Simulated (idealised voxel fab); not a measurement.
voxel transistor to metal: a process module
The width of the displayed cross-section, cut, is 265 nm; its cells are square, with a size of 5 nm.
Notation: cross-section as square-cell grid; stated in bands, top first, going down; one or more cell rows per band.
What a band's entry tells you: where the top is and where the bottom is, as heights in nm, and after that what lies inside, material by material from left to right, each with its width in nm. Empty space is written as the word "empty", and a single material marked with the word "everywhere" occupies the band from edge to edge.
Beneath 0, the wafer as received is one material, and that level is where height counting begins. The lowest band goes on downward without a bottom; it is written like "0 -> down".
Top row gets the first number, bottom row gets the second, and each row in between changes by the same step: that is how a band width like "30 to 40" works.
Take "left unchanged" at face value: in the step it is given for, the cross-section changed in none of its cells.
Fully sealed voids: empty space of 8 cells or more with no open way to the top, each as width x height at its distance from the left edge, in nm
Heads up: the bit after the settings on a step's line is the simulator's remark on that step.
Regarding "overlay nm": on a step with a mask, it is the distance the mask lay to the right of its planned place; a negative value places it to the left.

The process steps that were planned are listed below
1,RECEIVE: material Si
2,OXIDIZE: depth nm 5
3,CONFORMAL_DEP: material SiN, thk nm 10
4,DIRECTIONAL_DEP: material aC, thk nm 15
5,PATTERN: tone cover, mask id ACTIVE, material resist, width nm 95, pitch nm 120, thk nm 30, overlay nm 0
6,DIRECTIONAL_ETCH: etch materials aC, depth nm 15
7,STRIP: etch materials resist
8,DIRECTIONAL_ETCH: etch materials SiN, depth nm 10
9,DIRECTIONAL_ETCH: etch materials SiO2, depth nm 5
10,DIRECTIONAL_ETCH: etch materials Si, depth nm 25
11,STRIP: etch materials aC
12,FILL_DEP: material SiO2, thk nm 10
13,CMP: height nm 10
14,SELECTIVE_ETCH: etch materials SiO2, depth nm 10
15,STRIP: etch materials SiN
16,SELECTIVE_ETCH: etch materials SiO2, depth nm 5
17,OXIDIZE: depth nm 5
18,DIRECTIONAL_DEP: material polySi, thk nm 30
19,DIRECTIONAL_DEP: material SiCN, thk nm 15
20,PATTERN: tone cover, mask id GATE, material resist, width nm 25, pitch nm 120, thk nm 20, overlay nm 0
21,DIRECTIONAL_ETCH: etch materials SiCN, depth nm 25
22,DIRECTIONAL_ETCH: etch materials polySi, depth nm 40
23,STRIP: etch materials resist
24,CONFORMAL_DEP: material SiN, thk nm 10
25,DIRECTIONAL_ETCH: etch materials SiN, depth nm 10
26,DIRECTIONAL_ETCH: etch materials SiO2, depth nm 5
27,DIRECTIONAL_ETCH: etch materials Si, depth nm 10
28,EPI: material pSi, thk nm 15
29,FILL_DEP: material SiO2, thk nm 10
30,CMP: height nm 40
31,DIRECTIONAL_DEP: material SiO2, thk nm 15
32,PATTERN: tone open, mask id CONTACT, material resist, width nm 25, pitch nm 60, thk nm 15, overlay nm 0
33,DIRECTIONAL_ETCH: etch materials SiO2, depth nm 60
34,STRIP: etch materials resist
35,CONFORMAL_DEP: material TiN, thk nm 5
36,FILL_DEP: material W, thk nm 5
37,CMP: height nm 55
38,CONFORMAL_DEP: material SiN, thk nm 5
39,DIRECTIONAL_DEP: material lowk, thk nm 20
40,PATTERN: tone open, mask id METAL_1, material resist, width nm 15, thk nm 20, overlay nm 0
41,DIRECTIONAL_ETCH: etch materials lowk, depth nm 20
42,DIRECTIONAL_ETCH: etch materials SiN, depth nm 5
43,STRIP: etch materials resist
44,CONFORMAL_DEP: material TiN, thk nm 5
45,FILL_DEP: material W, thk nm 10
46,CMP: height nm 80
47,CONFORMAL_DEP: material SiCN, thk nm 5
48,DIRECTIONAL_DEP: material SiO2, thk nm 30
49,MASKED_ETCH: tone open, mask id METAL_2, width nm 15, pitch nm 120, etch materials SiO2, depth nm 20, overlay nm 0
50,DIRECTIONAL_DEP: material aC, thk nm 10
51,PATTERN: tone open, mask id METAL_2_HOLES, material resist, width nm 15, pitch nm 120, thk nm 30, overlay nm 0
52,DIRECTIONAL_ETCH: etch materials aC, depth nm 10
53,STRIP: etch materials resist
54,DIRECTIONAL_ETCH: etch materials SiO2, depth nm 10
55,DIRECTIONAL_ETCH: etch materials SiCN, depth nm 5
56,STRIP: etch materials aC
57,CONFORMAL_DEP: material TiN, thk nm 5
58,FILL_DEP: material Cu, thk nm 10
59,CMP: height nm 115
60,CONFORMAL_DEP: material SiN, thk nm 5

Run as planned: first of two wafers

Wafer as received: cross-section following step 1
	0 -> down = Si everywhere
	Fully sealed voids: none

Cross-section through the wafer, step 2 finished
	0 -> -5 = SiO2 everywhere
	For the remainder of the cross-section, below -5, there is no change.

Cross-section through the wafer, step 3 finished
	10 -> 0 = SiN everywhere
	For the remainder of the cross-section, below 0, there is no change.

Cross-section through the wafer, step 4 finished
	25 -> 10 = aC everywhere
	For the remainder of the cross-section, below 10, there is no change.

Cross-section through the wafer, step 5 finished
	55 -> 25 = empty=25 | resist=95 | empty=25 | resist=95 | empty=25
	For the remainder of the cross-section, below 25, there is no change.

Cross-section through the wafer, step 6 finished
	40 -> 25 = empty=25 | resist=95 | empty=25 | resist=95 | empty=25
	25 -> 10 = empty=25 | aC=95 | empty=25 | aC=95 | empty=25
	For the remainder of the cross-section, below 10, there is no change.

Cross-section through the wafer, step 7 finished
	25 -> 10 = empty=25 | aC=95 | empty=25 | aC=95 | empty=25
	For the remainder of the cross-section, below 10, there is no change.

Cross-section through the wafer, step 8 finished
	25 -> 10 = empty=25 | aC=95 | empty=25 | aC=95 | empty=25
	10 -> 0 = empty=25 | SiN=95 | empty=25 | SiN=95 | empty=25
	For the remainder of the cross-section, below 0, there is no change.

Cross-section through the wafer, step 9 finished
	25 -> 10 = empty=25 | aC=95 | empty=25 | aC=95 | empty=25
	10 -> 0 = empty=25 | SiN=95 | empty=25 | SiN=95 | empty=25
	0 -> -5 = empty=25 | SiO2=95 | empty=25 | SiO2=95 | empty=25
	For the remainder of the cross-section, below -5, there is no change.

Cross-section through the wafer, step 10 finished
	25 -> 10 = empty=25 | aC=95 | empty=25 | aC=95 | empty=25
	10 -> 0 = empty=25 | SiN=95 | empty=25 | SiN=95 | empty=25
	0 -> -5 = empty=25 | SiO2=95 | empty=25 | SiO2=95 | empty=25
	-5 -> -30 = empty=25 | Si=95 | empty=25 | Si=95 | empty=25
	For the remainder of the cross-section, below -30, there is no change.

Cross-section through the wafer, step 11 finished
	10 -> 0 = empty=25 | SiN=95 | empty=25 | SiN=95 | empty=25
	For the remainder of the cross-section, below 0, there is no change.

Cross-section through the wafer, step 12 finished
	20 -> 10 = SiO2 everywhere
	10 -> 0 = SiO2=25 | SiN=95 | SiO2=25 | SiN=95 | SiO2=25
	0 -> -5 = SiO2 everywhere
	-5 -> -30 = SiO2=25 | Si=95 | SiO2=25 | Si=95 | SiO2=25
	For the remainder of the cross-section, below -30, there is no change.

Cross-section through the wafer, step 13 finished
	10 -> 0 = SiO2=25 | SiN=95 | SiO2=25 | SiN=95 | SiO2=25
	For the remainder of the cross-section, below 0, there is no change.

Cross-section through the wafer, step 14 finished
	10 -> 0 = empty=25 | SiN=95 | empty=25 | SiN=95 | empty=25
	For the remainder of the cross-section, below 0, there is no change.

Cross-section through the wafer, step 15 finished
	0 -> -5 = SiO2 everywhere
	For the remainder of the cross-section, below -5, there is no change.

Cross-section through the wafer, step 16 finished
	-5 -> -30 = SiO2=25 | Si=95 | SiO2=25 | Si=95 | SiO2=25
	For the remainder of the cross-section, below -30, there is no change.

Cross-section through the wafer, step 17 finished
	-5 -> -10 = SiO2 everywhere
	For the remainder of the cross-section, below -10, there is no change.

Cross-section through the wafer, step 18 finished
	25 -> -5 = polySi everywhere
	For the remainder of the cross-section, below -5, there is no change.

Cross-section through the wafer, step 19 finished
	40 -> 25 = SiCN everywhere
	For the remainder of the cross-section, below 25, there is no change.

Cross-section through the wafer, step 20 finished
	60 -> 40 = empty=60 | resist=25 | empty=95 | resist=25 | empty=60
	For the remainder of the cross-section, below 40, there is no change.

Cross-section through the wafer, step 21 finished
	60 -> 40 = empty=60 | resist=25 | empty=95 | resist=25 | empty=60
	40 -> 25 = empty=60 | SiCN=25 | empty=95 | SiCN=25 | empty=60
	For the remainder of the cross-section, below 25, there is no change.

Cross-section through the wafer, step 22 finished
	60 -> 40 = empty=60 | resist=25 | empty=95 | resist=25 | empty=60
	40 -> 25 = empty=60 | SiCN=25 | empty=95 | SiCN=25 | empty=60
	25 -> -5 = empty=60 | polySi=25 | empty=95 | polySi=25 | empty=60
	For the remainder of the cross-section, below -5, there is no change.

Cross-section through the wafer, step 23 finished
	40 -> 25 = empty=60 | SiCN=25 | empty=95 | SiCN=25 | empty=60
	For the remainder of the cross-section, below 25, there is no change.

Cross-section through the wafer, step 24 finished
	50 -> 40 = empty=50 | SiN=45 | empty=75 | SiN=45 | empty=50
	40 -> 25 = empty=50 | SiN=10 | SiCN=25 | SiN=10 | empty=75 | SiN=10 | SiCN=25 | SiN=10 | empty=50
	25 -> 5 = empty=50 | SiN=10 | polySi=25 | SiN=10 | empty=75 | SiN=10 | polySi=25 | SiN=10 | empty=50
	5 -> -5 = SiN=60 | polySi=25 | SiN=95 | polySi=25 | SiN=60
	For the remainder of the cross-section, below -5, there is no change.

Cross-section through the wafer, step 25 finished
	40 -> 25 = empty=50 | SiN=10 | SiCN=25 | SiN=10 | empty=75 | SiN=10 | SiCN=25 | SiN=10 | empty=50
	25 -> -5 = empty=50 | SiN=10 | polySi=25 | SiN=10 | empty=75 | SiN=10 | polySi=25 | SiN=10 | empty=50
	For the remainder of the cross-section, below -5, there is no change.

Cross-section through the wafer, step 26 finished
	40 -> 25 = empty=50 | SiN=10 | SiCN=25 | SiN=10 | empty=75 | SiN=10 | SiCN=25 | SiN=10 | empty=50
	25 -> -5 = empty=50 | SiN=10 | polySi=25 | SiN=10 | empty=75 | SiN=10 | polySi=25 | SiN=10 | empty=50
	-5 -> -10 = empty=50 | SiO2=45 | empty=75 | SiO2=45 | empty=50
	For the remainder of the cross-section, below -10, there is no change.

Cross-section through the wafer, step 27 finished
	40 -> 25 = empty=50 | SiN=10 | SiCN=25 | SiN=10 | empty=75 | SiN=10 | SiCN=25 | SiN=10 | empty=50
	25 -> -5 = empty=50 | SiN=10 | polySi=25 | SiN=10 | empty=75 | SiN=10 | polySi=25 | SiN=10 | empty=50
	-5 -> -10 = empty=50 | SiO2=45 | empty=75 | SiO2=45 | empty=50
	-10 -> -20 = SiO2=25 | empty=25 | Si=45 | empty=25 | SiO2=25 | empty=25 | Si=45 | empty=25 | SiO2=25
	For the remainder of the cross-section, below -20, there is no change.

Cross-section through the wafer, step 28 finished
	40 -> 25 = empty=50 | SiN=10 | SiCN=25 | SiN=10 | empty=75 | SiN=10 | SiCN=25 | SiN=10 | empty=50
	25 -> 5 = empty=50 | SiN=10 | polySi=25 | SiN=10 | empty=75 | SiN=10 | polySi=25 | SiN=10 | empty=50
	5 -> -5 = empty=35 | pSi=15 | SiN=10 | polySi=25 | SiN=10 | pSi=15 | empty=45 | pSi=15 | SiN=10 | polySi=25 | SiN=10 | pSi=15 | empty=35
	-5 -> -10 = empty=20 | pSi=30 | SiO2=45 | pSi=30 | empty=15 | pSi=30 | SiO2=45 | pSi=30 | empty=20
	-10 -> -20 = SiO2=25 | pSi=25 | Si=45 | pSi=25 | SiO2=25 | pSi=25 | Si=45 | pSi=25 | SiO2=25
	For the remainder of the cross-section, below -20, there is no change.

Cross-section through the wafer, step 29 finished
	50 -> 40 = SiO2 everywhere
	40 -> 25 = SiO2=50 | SiN=10 | SiCN=25 | SiN=10 | SiO2=75 | SiN=10 | SiCN=25 | SiN=10 | SiO2=50
	25 -> 5 = SiO2=50 | SiN=10 | polySi=25 | SiN=10 | SiO2=75 | SiN=10 | polySi=25 | SiN=10 | SiO2=50
	5 -> -5 = SiO2=35 | pSi=15 | SiN=10 | polySi=25 | SiN=10 | pSi=15 | SiO2=45 | pSi=15 | SiN=10 | polySi=25 | SiN=10 | pSi=15 | SiO2=35
	-5 -> -10 = SiO2=20 | pSi=30 | SiO2=45 | pSi=30 | SiO2=15 | pSi=30 | SiO2=45 | pSi=30 | SiO2=20
	For the remainder of the cross-section, below -10, there is no change.

Cross-section through the wafer, step 30 finished
	40 -> 25 = SiO2=50 | SiN=10 | SiCN=25 | SiN=10 | SiO2=75 | SiN=10 | SiCN=25 | SiN=10 | SiO2=50
	For the remainder of the cross-section, below 25, there is no change.

Cross-section through the wafer, step 31 finished
	55 -> 40 = SiO2 everywhere
	For the remainder of the cross-section, below 40, there is no change.

Cross-section through the wafer, step 32 finished
	70 -> 55 = resist=30 | empty=25 | resist=35 | empty=25 | resist=35 | empty=25 | resist=35 | empty=25 | resist=30
	For the remainder of the cross-section, below 55, there is no change.

Cross-section through the wafer, step 33 finished
	70 -> 55 = resist=30 | empty=25 | resist=35 | empty=25 | resist=35 | empty=25 | resist=35 | empty=25 | resist=30
	55 -> 40 = SiO2=30 | empty=25 | SiO2=35 | empty=25 | SiO2=35 | empty=25 | SiO2=35 | empty=25 | SiO2=30
	40 -> 25 = SiO2=30 | empty=20 | SiN=10 | SiCN=25 | SiN=10 | empty=20 | SiO2=35 | empty=20 | SiN=10 | SiCN=25 | SiN=10 | empty=20 | SiO2=30
	25 -> 5 = SiO2=30 | empty=20 | SiN=10 | polySi=25 | SiN=10 | empty=20 | SiO2=35 | empty=20 | SiN=10 | polySi=25 | SiN=10 | empty=20 | SiO2=30
	5 -> -5 = SiO2=30 | empty=5 | pSi=15 | SiN=10 | polySi=25 | SiN=10 | pSi=15 | empty=5 | SiO2=35 | empty=5 | pSi=15 | SiN=10 | polySi=25 | SiN=10 | pSi=15 | empty=5 | SiO2=30
	For the remainder of the cross-section, below -5, there is no change.

Cross-section through the wafer, step 34 finished
	55 -> 40 = SiO2=30 | empty=25 | SiO2=35 | empty=25 | SiO2=35 | empty=25 | SiO2=35 | empty=25 | SiO2=30
	For the remainder of the cross-section, below 40, there is no change.

Cross-section through the wafer, step 35 finished
	60 -> 55 = TiN=35 | empty=15 | TiN=45 | empty=15 | TiN=45 | empty=15 | TiN=45 | empty=15 | TiN=35
	55 -> 45 = SiO2=30 | TiN=5 | empty=15 | TiN=5 | SiO2=35 | TiN=5 | empty=15 | TiN=5 | SiO2=35 | TiN=5 | empty=15 | TiN=5 | SiO2=35 | TiN=5 | empty=15 | TiN=5 | SiO2=30
	45 -> 40 = SiO2=30 | TiN=5 | empty=10 | TiN=10 | SiO2=35 | TiN=10 | empty=10 | TiN=5 | SiO2=35 | TiN=5 | empty=10 | TiN=10 | SiO2=35 | TiN=10 | empty=10 | TiN=5 | SiO2=30
	40 -> 25 = SiO2=30 | TiN=5 | empty=10 | TiN=5 | SiN=10 | SiCN=25 | SiN=10 | TiN=5 | empty=10 | TiN=5 | SiO2=35 | TiN=5 | empty=10 | TiN=5 | SiN=10 | SiCN=25 | SiN=10 | TiN=5 | empty=10 | TiN=5 | SiO2=30
	25 -> 10 = SiO2=30 | TiN=5 | empty=10 | TiN=5 | SiN=10 | polySi=25 | SiN=10 | TiN=5 | empty=10 | TiN=5 | SiO2=35 | TiN=5 | empty=10 | TiN=5 | SiN=10 | polySi=25 | SiN=10 | TiN=5 | empty=10 | TiN=5 | SiO2=30
	10 -> 5 = SiO2=30 | TiN=20 | SiN=10 | polySi=25 | SiN=10 | TiN=20 | SiO2=35 | TiN=20 | SiN=10 | polySi=25 | SiN=10 | TiN=20 | SiO2=30
	5 -> -5 = SiO2=30 | TiN=5 | pSi=15 | SiN=10 | polySi=25 | SiN=10 | pSi=15 | TiN=5 | SiO2=35 | TiN=5 | pSi=15 | SiN=10 | polySi=25 | SiN=10 | pSi=15 | TiN=5 | SiO2=30
	For the remainder of the cross-section, below -5, there is no change.

Cross-section through the wafer, step 36 finished
	65 -> 60 = W everywhere
	60 -> 55 = TiN=35 | W=15 | TiN=45 | W=15 | TiN=45 | W=15 | TiN=45 | W=15 | TiN=35
	55 -> 45 = SiO2=30 | TiN=5 | W=15 | TiN=5 | SiO2=35 | TiN=5 | W=15 | TiN=5 | SiO2=35 | TiN=5 | W=15 | TiN=5 | SiO2=35 | TiN=5 | W=15 | TiN=5 | SiO2=30
	45 -> 40 = SiO2=30 | TiN=5 | W=10 | TiN=10 | SiO2=35 | TiN=10 | W=10 | TiN=5 | SiO2=35 | TiN=5 | W=10 | TiN=10 | SiO2=35 | TiN=10 | W=10 | TiN=5 | SiO2=30
	40 -> 25 = SiO2=30 | TiN=5 | W=10 | TiN=5 | SiN=10 | SiCN=25 | SiN=10 | TiN=5 | W=10 | TiN=5 | SiO2=35 | TiN=5 | W=10 | TiN=5 | SiN=10 | SiCN=25 | SiN=10 | TiN=5 | W=10 | TiN=5 | SiO2=30
	25 -> 10 = SiO2=30 | TiN=5 | W=10 | TiN=5 | SiN=10 | polySi=25 | SiN=10 | TiN=5 | W=10 | TiN=5 | SiO2=35 | TiN=5 | W=10 | TiN=5 | SiN=10 | polySi=25 | SiN=10 | TiN=5 | W=10 | TiN=5 | SiO2=30
	For the remainder of the cross-section, below 10, there is no change.

Cross-section through the wafer, step 37 finished
	55 -> 45 = SiO2=30 | TiN=5 | W=15 | TiN=5 | SiO2=35 | TiN=5 | W=15 | TiN=5 | SiO2=35 | TiN=5 | W=15 | TiN=5 | SiO2=35 | TiN=5 | W=15 | TiN=5 | SiO2=30
	For the remainder of the cross-section, below 45, there is no change.

Cross-section through the wafer, step 38 finished
	60 -> 55 = SiN everywhere
	For the remainder of the cross-section, below 55, there is no change.

Cross-section through the wafer, step 39 finished
	80 -> 60 = lowk everywhere
	For the remainder of the cross-section, below 60, there is no change.

Cross-section through the wafer, step 40 finished
	100 -> 80 = resist=30 | empty=15 | resist=55 | empty=15 | resist=35 | empty=15 | resist=55 | empty=15 | resist=30
	For the remainder of the cross-section, below 80, there is no change.

Cross-section through the wafer, step 41 finished
	100 -> 80 = resist=30 | empty=15 | resist=55 | empty=15 | resist=35 | empty=15 | resist=55 | empty=15 | resist=30
	80 -> 60 = lowk=30 | empty=15 | lowk=55 | empty=15 | lowk=35 | empty=15 | lowk=55 | empty=15 | lowk=30
	For the remainder of the cross-section, below 60, there is no change.

Cross-section through the wafer, step 42 finished
	100 -> 80 = resist=30 | empty=15 | resist=55 | empty=15 | resist=35 | empty=15 | resist=55 | empty=15 | resist=30
	80 -> 60 = lowk=30 | empty=15 | lowk=55 | empty=15 | lowk=35 | empty=15 | lowk=55 | empty=15 | lowk=30
	60 -> 55 = SiN=30 | empty=15 | SiN=55 | empty=15 | SiN=35 | empty=15 | SiN=55 | empty=15 | SiN=30
	For the remainder of the cross-section, below 55, there is no change.

Cross-section through the wafer, step 43 finished
	80 -> 60 = lowk=30 | empty=15 | lowk=55 | empty=15 | lowk=35 | empty=15 | lowk=55 | empty=15 | lowk=30
	For the remainder of the cross-section, below 60, there is no change.

Cross-section through the wafer, step 44 finished
	85 -> 80 = TiN=35 | empty=5 | TiN=65 | empty=5 | TiN=45 | empty=5 | TiN=65 | empty=5 | TiN=35
	80 -> 60 = lowk=30 | TiN=5 | empty=5 | TiN=5 | lowk=55 | TiN=5 | empty=5 | TiN=5 | lowk=35 | TiN=5 | empty=5 | TiN=5 | lowk=55 | TiN=5 | empty=5 | TiN=5 | lowk=30
	60 -> 55 = SiN=30 | TiN=15 | SiN=55 | TiN=15 | SiN=35 | TiN=15 | SiN=55 | TiN=15 | SiN=30
	For the remainder of the cross-section, below 55, there is no change.

Cross-section through the wafer, step 45 finished
	95 -> 85 = W everywhere
	85 -> 80 = TiN=35 | W=5 | TiN=65 | W=5 | TiN=45 | W=5 | TiN=65 | W=5 | TiN=35
	80 -> 60 = lowk=30 | TiN=5 | W=5 | TiN=5 | lowk=55 | TiN=5 | W=5 | TiN=5 | lowk=35 | TiN=5 | W=5 | TiN=5 | lowk=55 | TiN=5 | W=5 | TiN=5 | lowk=30
	For the remainder of the cross-section, below 60, there is no change.

Cross-section through the wafer, step 46 finished
	80 -> 60 = lowk=30 | TiN=5 | W=5 | TiN=5 | lowk=55 | TiN=5 | W=5 | TiN=5 | lowk=35 | TiN=5 | W=5 | TiN=5 | lowk=55 | TiN=5 | W=5 | TiN=5 | lowk=30
	For the remainder of the cross-section, below 60, there is no change.

Cross-section through the wafer, step 47 finished
	85 -> 80 = SiCN everywhere
	For the remainder of the cross-section, below 80, there is no change.

Cross-section through the wafer, step 48 finished
	115 -> 85 = SiO2 everywhere
	For the remainder of the cross-section, below 85, there is no change.

Cross-section through the wafer, step 49 finished
	115 -> 95 = SiO2=30 | empty=15 | SiO2=105 | empty=15 | SiO2=100
	For the remainder of the cross-section, below 95, there is no change.

Cross-section through the wafer, step 50 finished
	125 -> 115 = aC=30 | empty=15 | aC=105 | empty=15 | aC=100
	115 -> 105 = SiO2=30 | empty=15 | SiO2=105 | empty=15 | SiO2=100
	105 -> 95 = SiO2=30 | aC=15 | SiO2=105 | aC=15 | SiO2=100
	For the remainder of the cross-section, below 95, there is no change.

Cross-section through the wafer, step 51 finished
	155 -> 125 = resist=30 | empty=15 | resist=105 | empty=15 | resist=100
	For the remainder of the cross-section, below 125, there is no change.

Cross-section through the wafer, step 52 finished
	145 -> 125 = resist=30 | empty=15 | resist=105 | empty=15 | resist=100
	125 -> 115 = aC=30 | empty=15 | aC=105 | empty=15 | aC=100
	115 -> 95 = SiO2=30 | empty=15 | SiO2=105 | empty=15 | SiO2=100
	For the remainder of the cross-section, below 95, there is no change.

Cross-section through the wafer, step 53 finished
	125 -> 115 = aC=30 | empty=15 | aC=105 | empty=15 | aC=100
	For the remainder of the cross-section, below 115, there is no change.

Cross-section through the wafer, step 54 finished
	125 -> 115 = aC=30 | empty=15 | aC=105 | empty=15 | aC=100
	115 -> 85 = SiO2=30 | empty=15 | SiO2=105 | empty=15 | SiO2=100
	For the remainder of the cross-section, below 85, there is no change.

Cross-section through the wafer, step 55 finished
	125 -> 115 = aC=30 | empty=15 | aC=105 | empty=15 | aC=100
	115 -> 85 = SiO2=30 | empty=15 | SiO2=105 | empty=15 | SiO2=100
	85 -> 80 = SiCN=30 | empty=15 | SiCN=105 | empty=15 | SiCN=100
	For the remainder of the cross-section, below 80, there is no change.

Cross-section through the wafer, step 56 finished
	115 -> 85 = SiO2=30 | empty=15 | SiO2=105 | empty=15 | SiO2=100
	For the remainder of the cross-section, below 85, there is no change.

Cross-section through the wafer, step 57 finished
	120 -> 115 = TiN=35 | empty=5 | TiN=115 | empty=5 | TiN=105
	115 -> 85 = SiO2=30 | TiN=5 | empty=5 | TiN=5 | SiO2=105 | TiN=5 | empty=5 | TiN=5 | SiO2=100
	85 -> 80 = SiCN=30 | TiN=15 | SiCN=105 | TiN=15 | SiCN=100
	For the remainder of the cross-section, below 80, there is no change.

Cross-section through the wafer, step 58 finished
	130 -> 120 = Cu everywhere
	120 -> 115 = TiN=35 | Cu=5 | TiN=115 | Cu=5 | TiN=105
	115 -> 85 = SiO2=30 | TiN=5 | Cu=5 | TiN=5 | SiO2=105 | TiN=5 | Cu=5 | TiN=5 | SiO2=100
	For the remainder of the cross-section, below 85, there is no change.

Cross-section through the wafer, step 59 finished
	115 -> 85 = SiO2=30 | TiN=5 | Cu=5 | TiN=5 | SiO2=105 | TiN=5 | Cu=5 | TiN=5 | SiO2=100
	For the remainder of the cross-section, below 85, there is no change.

Cross-section through the wafer, step 60 finished
	120 -> 115 = SiN everywhere
	For the remainder of the cross-section, below 115, there is no change.

Wafer two of the pair: same origin, same plan, one error during the run; identical to wafer one up to and including step 46

Cross-section, second wafer, at the end time the plan gives for step 47
	110 -> 80 = SiO2 everywhere
	For the remainder of the cross-section, below 80, there is no change.

Cross-section, second wafer, at the end time the plan gives for step 48
	115 -> 110 = SiCN everywhere
	For the remainder of the cross-section, below 110, there is no change.

Cross-section, second wafer, at the end time the plan gives for step 49: left unchanged

Cross-section, second wafer, at the end time the plan gives for step 50
	125 -> 115 = aC everywhere
	For the remainder of the cross-section, below 115, there is no change.

Cross-section, second wafer, at the end time the plan gives for step 51
	155 -> 125 = resist=30 | empty=15 | resist=105 | empty=15 | resist=100
	For the remainder of the cross-section, below 125, there is no change.

Cross-section, second wafer, at the end time the plan gives for step 52
	145 -> 125 = resist=30 | empty=15 | resist=105 | empty=15 | resist=100
	125 -> 115 = aC=30 | empty=15 | aC=105 | empty=15 | aC=100
	For the remainder of the cross-section, below 115, there is no change.

Cross-section, second wafer, at the end time the plan gives for step 53
	125 -> 115 = aC=30 | empty=15 | aC=105 | empty=15 | aC=100
	For the remainder of the cross-section, below 115, there is no change.

Cross-section, second wafer, at the end time the plan gives for step 54: left unchanged

Cross-section, second wafer, at the end time the plan gives for step 55
	125 -> 115 = aC=30 | empty=15 | aC=105 | empty=15 | aC=100
	115 -> 110 = SiCN=30 | empty=15 | SiCN=105 | empty=15 | SiCN=100
	For the remainder of the cross-section, below 110, there is no change.

Cross-section, second wafer, at the end time the plan gives for step 56
	115 -> 110 = SiCN=30 | empty=15 | SiCN=105 | empty=15 | SiCN=100
	For the remainder of the cross-section, below 110, there is no change.

Cross-section, second wafer, at the end time the plan gives for step 57
	120 -> 115 = TiN=35 | empty=5 | TiN=115 | empty=5 | TiN=105
	115 -> 110 = SiCN=30 | TiN=15 | SiCN=105 | TiN=15 | SiCN=100
	For the remainder of the cross-section, below 110, there is no change.

Cross-section, second wafer, at the end time the plan gives for step 58
	130 -> 120 = Cu everywhere
	120 -> 115 = TiN=35 | Cu=5 | TiN=115 | Cu=5 | TiN=105
	For the remainder of the cross-section, below 115, there is no change.

Cross-section, second wafer, at the end time the plan gives for step 59
	115 -> 110 = SiCN=30 | TiN=15 | SiCN=105 | TiN=15 | SiCN=100
	For the remainder of the cross-section, below 110, there is no change.

Cross-section, second wafer, at the end time the plan gives for step 60
	120 -> 115 = SiN everywhere
	For the remainder of the cross-section, below 115, there is no change.
Want to know what went wrong? step 48 occupied the plan position of step 47, and the converse holds as well
Looking at both finished wafers in cells, the second ends up ahead of or behind the first on some materials: Cu: 12 fewer | SiO2: 36 more | TiN: 24 fewer
